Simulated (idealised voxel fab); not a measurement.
Module name: voxel wiring stack (process module)
Xsec cut, 300 nm wide, square cell size 5 nm.
The cross-sections in this document take the form of a grid made of square cells. They are written out as bands, in order from top to bottom. Each band consists of one or more rows of cells.
Top height, bottom height, nm. Materials left to right, width each, nm. Single material + "throughout" = fills band edge to edge. "empty" = empty.
Height 0 is the level under which the wafer as received is all one material. The lowest band goes on downwards, as in "z 0 and below".
So if you see something like "30 to 40" for the width, read it as the top row of the band sitting at the first number and the bottom row at the second, with every row in between moving by the same amount as the last.
The designation "no change occurred", where it is given for a processing step, indicates that no cell of the cross-section was altered in the course of that step.
Heads up: "Unvented cavities" only lists the empty pockets with no open path to the top that are 8 cells or more, and it writes them as width x height at distance, distance from the left edge, in nm.
What comes after the settings on a step's line is commentary from the simulator itself on that step.
The line of a step may include "overlay nm". On a step with a mask, this value is how far to the right of its planned place the mask lay. A negative value means the mask lay to the left.

# List of planned process steps
1) op RECEIVE | material Si
2) op CONFORMAL_DEP | material SiO2 | thk nm 15
3) op CONFORMAL_DEP | material SiN | thk nm 5
4) op DIRECTIONAL_DEP | material lowk | thk nm 25
5) op DIRECTIONAL_DEP | material aC | thk nm 10
6) op PATTERN | tone open | mask id METAL_1 | material resist | width nm 30 | pitch nm 55 | thk nm 30 | overlay nm 0
7) op DIRECTIONAL_ETCH | etch materials aC | depth nm 10
8) op STRIP | etch materials resist
9) op DIRECTIONAL_ETCH | etch materials lowk | depth nm 25
10) op DIRECTIONAL_ETCH | etch materials SiN | depth nm 5
11) op STRIP | etch materials aC
12) op CONFORMAL_DEP | material TiN | thk nm 5
13) op FILL_DEP | material Cu | thk nm 5
14) op CMP | height nm 45
15) op CONFORMAL_DEP | material SiCN | thk nm 5
16) op DIRECTIONAL_DEP | material lowk | thk nm 15
17) op MASKED_ETCH | tone open | mask id PLUG_1 | width nm 15 | pitch nm 55 | etch materials lowk | depth nm 15 | overlay nm 0
18) op MASKED_ETCH | tone open | mask id PLUG_1 | width nm 15 | pitch nm 55 | etch materials SiCN | depth nm 5 | overlay nm 0
19) op EPI | material Ru | thk nm 10
20) op EPI | material Ru | thk nm 10
21) op DIRECTIONAL_DEP | material TiN | thk nm 5
22) op DIRECTIONAL_DEP | material Ru | thk nm 15
23) op DIRECTIONAL_DEP | material aC | thk nm 15
24) op PATTERN | tone cover | mask id METAL_2 | material resist | width nm 30 | pitch nm 55 | thk nm 35 | overlay nm 0
25) op DIRECTIONAL_ETCH | etch materials aC | depth nm 15
26) op STRIP | etch materials resist
27) op DIRECTIONAL_ETCH | etch materials Ru | depth nm 15
28) op DIRECTIONAL_ETCH | etch materials TiN | depth nm 5
29) op STRIP | etch materials aC
30) op CONFORMAL_DEP | material SiCN | thk nm 5
31) op FILL_DEP | material SiO2 | thk nm 5
32) op CMP | height nm 85
33) op CONFORMAL_DEP | material SiCN | thk nm 5
34) op DIRECTIONAL_DEP | material SiO2 | thk nm 20
35) op PATTERN | tone open | mask id PLUG_2 | material resist | width nm 15 | pitch nm 55 | thk nm 15 | overlay nm 0
36) op DIRECTIONAL_ETCH | etch materials SiO2 | depth nm 20
37) op DIRECTIONAL_ETCH | etch materials SiCN | depth nm 5
38) op STRIP | etch materials resist
39) op CONFORMAL_DEP | material TiN | thk nm 5
40) op FILL_DEP | material Ru | thk nm 10
41) op CMP | height nm 110
42) op CONFORMAL_DEP | material SiCN | thk nm 5
43) op DIRECTIONAL_DEP | material lowk | thk nm 20
44) op PATTERN | tone open | mask id METAL_3 | material resist | width nm 30 | pitch nm 55 | thk nm 15 | overlay nm 0
45) op DIRECTIONAL_ETCH | etch materials lowk | depth nm 20
46) op DIRECTIONAL_ETCH | etch materials SiCN | depth nm 5
47) op STRIP | etch materials resist
48) op CONFORMAL_DEP | material TiN | thk nm 5
49) op FILL_DEP | material Ru | thk nm 5
50) op CMP | height nm 135
51) op CONFORMAL_DEP | material SiCN | thk nm 5
52) op DIRECTIONAL_DEP | material SiO2 | thk nm 20
53) op DIRECTIONAL_DEP | material aC | thk nm 10
54) op PATTERN | tone open | mask id PLUG_3 | material resist | width nm 15 | pitch nm 55 | thk nm 25 | overlay nm 0
55) op DIRECTIONAL_ETCH | etch materials aC | depth nm 10
56) op STRIP | etch materials resist
57) op DIRECTIONAL_ETCH | etch materials SiO2 | depth nm 20
58) op DIRECTIONAL_ETCH | etch materials SiCN | depth nm 5
59) op STRIP | etch materials aC
60) op CONFORMAL_DEP | material TiN | thk nm 5
61) op FILL_DEP | material W | thk nm 5
62) op CMP | height nm 160
63) op CONFORMAL_DEP | material SiCN | thk nm 5
64) op DIRECTIONAL_DEP | material SiO2 | thk nm 15
65) op MASKED_ETCH | tone open | mask id METAL_4 | width nm 30 | pitch nm 55 | etch materials SiO2 | depth nm 15 | overlay nm 0
66) op MASKED_ETCH | tone open | mask id METAL_4 | width nm 30 | pitch nm 55 | etch materials SiCN | depth nm 5 | overlay nm 0
67) op CONFORMAL_DEP | material TiN | thk nm 5
68) op FILL_DEP | material Ru | thk nm 5
69) op CMP | height nm 180
70) op EPI | material Ru | thk nm 5
71) op FILL_DEP | material SiCN | thk nm 5

# Cross-section of the wafer as it came to us, i.e., already through step 1
    z 0 and below  Si throughout
    Unvented cavities: none

# Wafer cross-section at end of module: start and plan as shown above, one execution error
    z 190 to 185  SiCN throughout
    z 185 to 180  SiCN 75, Ru 40, SiCN 15, Ru 40, SiCN 15, Ru 40, SiCN 75
    z 180 to 165  SiO2 80, TiN 5, Ru 20, TiN 5, SiO2 25, TiN 5, Ru 20, TiN 5, SiO2 25, TiN 5, Ru 20, TiN 5, SiO2 80
    z 165 to 160  SiCN 80, TiN 30, SiCN 25, TiN 30, SiCN 25, TiN 30, SiCN 80
    z 160 to 140  SiO2 80, TiN 5, W 5, TiN 5, SiO2 40, TiN 5, W 5, TiN 5, SiO2 40, TiN 5, W 5, TiN 5, SiO2 95
    z 140 to 135  SiCN 80, TiN 15, SiCN 40, TiN 15, SiCN 40, TiN 15, SiCN 95
    z 135 to 115  TiN throughout
    z 115 to 110  SiCN throughout
    z 110 to 90  SiO2 80, TiN 5, Ru 5, TiN 5, SiO2 40, TiN 5, Ru 5, TiN 5, SiO2 40, TiN 5, Ru 5, TiN 5, SiO2 95
    z 90 to 85  SiCN 80, TiN 15, SiCN 40, TiN 15, SiCN 40, TiN 15, SiCN 95
    z 85 to 70  SiO2 75, SiCN 5, Ru 30, SiCN 5, SiO2 15, SiCN 5, Ru 30, SiCN 5, SiO2 15, SiCN 5, Ru 30, SiCN 5, SiO2 75
    z 70 to 65  SiCN 80, TiN 30, SiCN 25, TiN 30, SiCN 25, TiN 30, SiCN 80
    z 65 to 50  lowk 80, Ru 15, lowk 40, Ru 15, lowk 40, Ru 15, lowk 95
    z 50 to 45  SiCN 80, Ru 15, SiCN 40, Ru 15, SiCN 40, Ru 15, SiCN 95
    z 45 to 20  lowk 80, TiN 5, Cu 20, TiN 5, lowk 25, TiN 5, Cu 20, TiN 5, lowk 25, TiN 5, Cu 20, TiN 5, lowk 80
    z 20 to 15  SiN 80, TiN 30, SiN 25, TiN 30, SiN 25, TiN 30, SiN 80
    z 15 to 0  SiO2 throughout
    z 0 and below  Si throughout
    Unvented cavities: none
So what did we get wrong on this run? note that step 43 departed from the planned setting and was carried out as op DIRECTIONAL_DEP | material TiN | thk nm 20
